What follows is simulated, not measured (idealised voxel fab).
process module | voxel fin reveal
FYI the section here is cut, 200 nm wide, cells are 5 nm squares.
A cross-section is written here as square cells arranged in a grid, and it is given in bands from the top down, each band taking up one or more rows of cells.
Look at the band entry: it leads with the top's height and the bottom's height in nm. Then it lists the materials left to right, with a width in nm for each. The word "full width" on a single material says that material fills the band edge to edge. The word "blank" is empty space.
Where do heights start? At 0: under that level the wafer as delivered is made of one material only. And the lowest band has no floor; it just carries on downward, as in "from 0 down".
A width given as "30->40" starts at the first number in the band's top row and ends at the second number in its bottom row, shifting by an equal amount at every step from row to row.
No cell of the cross-section changed in a step that is given as "remains unaltered".
Empty spaces counting at least 8 cells and having no open way to the top are listed in "Voids, fully enclosed". The notation width x height at distance is used for each, the distance being from the left edge and all three values in nm.
It should be noted that, on the line of a given step, the content following the step's settings is a remark produced by the simulator itself with respect to that step.
When a step includes a mask, the "overlay nm" setting on its line states how far to the right of its planned place that mask lay, and negative values state how far to the left.
LISTED BELOW ARE THE PROCESS STEPS AS PLANNED
step 1: RECEIVE with material Si
step 2: CONFORMAL_DEP with material SiN, thk nm 5
step 3: MASKED_ETCH with tone cover, mask id FINS, width nm 15, pitch nm 40, etch materials SiN, depth nm 5, overlay nm 0
step 4: MASKED_ETCH with tone cover, mask id FINS, width nm 15, pitch nm 40, etch materials Si, depth nm 40, overlay nm 0
step 5: OXIDIZE with depth nm 5
step 6: FILL_DEP with material SiO2, thk nm 5
step 7: CMP with height nm 5
step 8: SELECTIVE_ETCH with etch materials SiO2, depth nm 20
step 9: STRIP with etch materials SiN
INCOMING WAFER, CROSS-SECTIONAL VIEW, POST STEP 1
- from 0 down = Si full width
- Voids, fully enclosed: none
THE MODULE WAS RUN FROM THE START SHOWN ABOVE USING THE PLAN SHOWN ABOVE, BUT ONE MISTAKE WAS MADE DOING IT; THE RESULTING WAFER CROSS-SECTION IS BELOW
- from 5 to 0 = 50 blank, then 15 SiN, then 25 blank, then 15 SiN, then 25 blank, then 15 SiN, then 55 blank
- from 0 to -15 = 55 blank, then 5 Si, then 35 blank, then 5 Si, then 35 blank, then 5 Si, then 60 blank
- from -15 to -45 = 55 SiO2, then 5 Si, then 35 SiO2, then 5 Si, then 35 SiO2, then 5 Si, then 60 SiO2
- from -45 down = Si full width
- Voids, fully enclosed: none
Nonconformance to the process plan: plan step 9 never ran because it was skipped
